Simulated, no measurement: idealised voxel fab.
The name of this process module is voxel transistor to metal.
FYI the section here is cut, 280 nm wide, cells are 5 nm squares.
Reading order for cross-sections: top band down to bottom band. Underlying form: a grid of square cells. Band size: one or more rows of cells.
This entry defines a band. It first specifies the height of the band's top and the height of its bottom in nm, and then specifies the band's materials from left to right, stating each material with its width in nm. The word "throughout" identifies a single material that fills the band from edge to edge, while the word "empty" identifies empty space.
Counting heights begins at 0, where everything beneath is, in the wafer as received, one material. The lowest band has no bottom; it goes on downwards, as "0 nm and below" shows.
Width "30 to 40": first value at the band's top row of cells, second value at its bottom row, equal change from row to row.
Where a step carries "no modification", the cross-section came out of it unchanged, cell for cell.
"Voids, enclosed" lists enclosed empty spaces (at least 8 cells, no open path upward to the top), each as width x height at distance from the left edge, in nm.
Formally, on a step line, whatever follows the settings is a remark that the simulator itself makes on the step.
If you see "overlay nm" on a step's line and that step has a mask, it's telling you how far right of where it was planned the mask ended up; a negative number means it went left instead.

List of planned process steps:
| 1 | RECEIVE,material Si |
| 2 | OXIDIZE,depth nm 5 |
| 3 | CONFORMAL_DEP,material SiN,thk nm 10 |
| 4 | MASKED_ETCH,tone cover,mask id ACTIVE,width nm 110,pitch nm 130,etch materials SiN,depth nm 10,overlay nm 0 |
| 5 | MASKED_ETCH,tone cover,mask id ACTIVE,width nm 110,pitch nm 130,etch materials SiO2,depth nm 5,overlay nm 0 |
| 6 | MASKED_ETCH,tone cover,mask id ACTIVE,width nm 110,pitch nm 130,etch materials Si,depth nm 35,overlay nm 0 |
| 7 | FILL_DEP,material SiO2,thk nm 5 |
| 8 | CMP,height nm 10 |
| 9 | SELECTIVE_ETCH,etch materials SiO2,depth nm 5 |
| 10 | STRIP,etch materials SiN |
| 11 | SELECTIVE_ETCH,etch materials SiO2,depth nm 5 |
| 12 | OXIDIZE,depth nm 5 |
| 13 | DIRECTIONAL_DEP,material polySi,thk nm 20 |
| 14 | DIRECTIONAL_DEP,material SiCN,thk nm 15 |
| 15 | DIRECTIONAL_DEP,material aC,thk nm 10 |
| 16 | PATTERN,tone cover,mask id GATE,material resist,width nm 20,pitch nm 130,thk nm 30,overlay nm 0 |
| 17 | DIRECTIONAL_ETCH,etch materials aC,depth nm 10 |
| 18 | STRIP,etch materials resist |
| 19 | DIRECTIONAL_ETCH,etch materials SiCN,depth nm 25 |
| 20 | DIRECTIONAL_ETCH,etch materials polySi,depth nm 30 |
| 21 | STRIP,etch materials aC |
| 22 | CONFORMAL_DEP,material SiO2,thk nm 5 |
| 23 | DIRECTIONAL_ETCH,etch materials SiO2,depth nm 5 |
| 24 | CONFORMAL_DEP,material SiN,thk nm 5 |
| 25 | DIRECTIONAL_ETCH,etch materials SiN,depth nm 5 |
| 26 | DIRECTIONAL_ETCH,etch materials SiO2,depth nm 5 |
| 27 | DIRECTIONAL_ETCH,etch materials Si,depth nm 15 |
| 28 | EPI,material SiGe,thk nm 15 |
| 29 | FILL_DEP,material SiO2,thk nm 10 |
| 30 | CMP,height nm 30 |
| 31 | DIRECTIONAL_DEP,material SiO2,thk nm 15 |
| 32 | MASKED_ETCH,tone open,mask id CONTACT,width nm 15,etch materials SiO2,depth nm 40,overlay nm 0 |
| 33 | CONFORMAL_DEP,material TiN,thk nm 5 |
| 34 | FILL_DEP,material Ru,thk nm 5 |
| 35 | CMP,height nm 45 |
| 36 | CONFORMAL_DEP,material SiN,thk nm 5 |
| 37 | DIRECTIONAL_DEP,material lowk,thk nm 15 |
| 38 | PATTERN,tone open,mask id METAL_1,material resist,width nm 15,thk nm 15,overlay nm 0 |
| 39 | DIRECTIONAL_ETCH,etch materials lowk,depth nm 15 |
| 40 | DIRECTIONAL_ETCH,etch materials SiN,depth nm 5 |
| 41 | STRIP,etch materials resist |
| 42 | CONFORMAL_DEP,material TiN,thk nm 5 |
| 43 | FILL_DEP,material W,thk nm 5 |
| 44 | CMP,height nm 65 |
| 45 | EPI,material Ru,thk nm 5 |
| 46 | FILL_DEP,material SiCN,thk nm 5 |

As received (post step 1): cross-section:
0 nm and below = Si throughout
Voids, enclosed: none

Cross-sectional result after module completion. Note: starting condition and plan are unchanged from above; one processing mistake was made:
75 nm to 70 nm = SiCN throughout
70 nm to 65 nm = 25 SiCN, then 25 Ru, then 50 SiCN, then 25 Ru, then 30 SiCN, then 25 Ru, then 50 SiCN, then 25 Ru, then 25 SiCN
65 nm to 50 nm = 30 lowk, then 5 TiN, then 5 W, then 5 TiN, then 60 lowk, then 5 TiN, then 5 W, then 5 TiN, then 40 lowk, then 5 TiN, then 5 W, then 5 TiN, then 60 lowk, then 5 TiN, then 5 W, then 5 TiN, then 30 lowk
50 nm to 45 nm = 30 SiN, then 15 TiN, then 60 SiN, then 15 TiN, then 40 SiN, then 15 TiN, then 60 SiN, then 15 TiN, then 30 SiN
45 nm to 30 nm = 30 SiO2, then 5 TiN, then 5 Ru, then 5 TiN, then 60 SiO2, then 5 TiN, then 5 Ru, then 5 TiN, then 40 SiO2, then 5 TiN, then 5 Ru, then 5 TiN, then 60 SiO2, then 5 TiN, then 5 Ru, then 5 TiN, then 30 SiO2
30 nm to 15 nm = 30 SiO2, then 5 TiN, then 5 Ru, then 5 TiN, then 20 SiO2, then 20 SiCN, then 20 SiO2, then 5 TiN, then 5 Ru, then 5 TiN, then 40 SiO2, then 5 TiN, then 5 Ru, then 5 TiN, then 20 SiO2, then 20 SiCN, then 20 SiO2, then 5 TiN, then 5 Ru, then 5 TiN, then 30 SiO2
15 nm to 10 nm = 30 SiO2, then 5 TiN, then 5 Ru, then 5 TiN, then 20 SiO2, then 20 polySi, then 20 SiO2, then 5 TiN, then 5 Ru, then 5 TiN, then 40 SiO2, then 5 TiN, then 5 Ru, then 5 TiN, then 20 SiO2, then 20 polySi, then 20 SiO2, then 5 TiN, then 5 Ru, then 5 TiN, then 30 SiO2
10 nm to 5 nm = 30 SiO2, then 15 TiN, then 20 SiO2, then 20 polySi, then 20 SiO2, then 15 TiN, then 40 SiO2, then 15 TiN, then 20 SiO2, then 20 polySi, then 20 SiO2, then 15 TiN, then 30 SiO2
5 nm to -5 nm = 45 SiO2, then 15 SiGe, then 5 SiO2, then 20 polySi, then 5 SiO2, then 15 SiGe, then 70 SiO2, then 15 SiGe, then 5 SiO2, then 20 polySi, then 5 SiO2, then 15 SiGe, then 45 SiO2
-5 nm to -10 nm = 45 SiO2, then 15 SiGe, then 30 SiO2, then 15 SiGe, then 70 SiO2, then 15 SiGe, then 30 SiO2, then 15 SiGe, then 45 SiO2
-10 nm to -25 nm = 20 SiO2, then 40 SiGe, then 30 Si, then 40 SiGe, then 20 SiO2, then 40 SiGe, then 30 Si, then 40 SiGe, then 20 SiO2
-25 nm to -40 nm = 20 SiO2, then 110 Si, then 20 SiO2, then 110 Si, then 20 SiO2
-40 nm and below = Si throughout
Voids, enclosed: none
Deviation from plan: step 24 of the plan did not run at all; it was left out
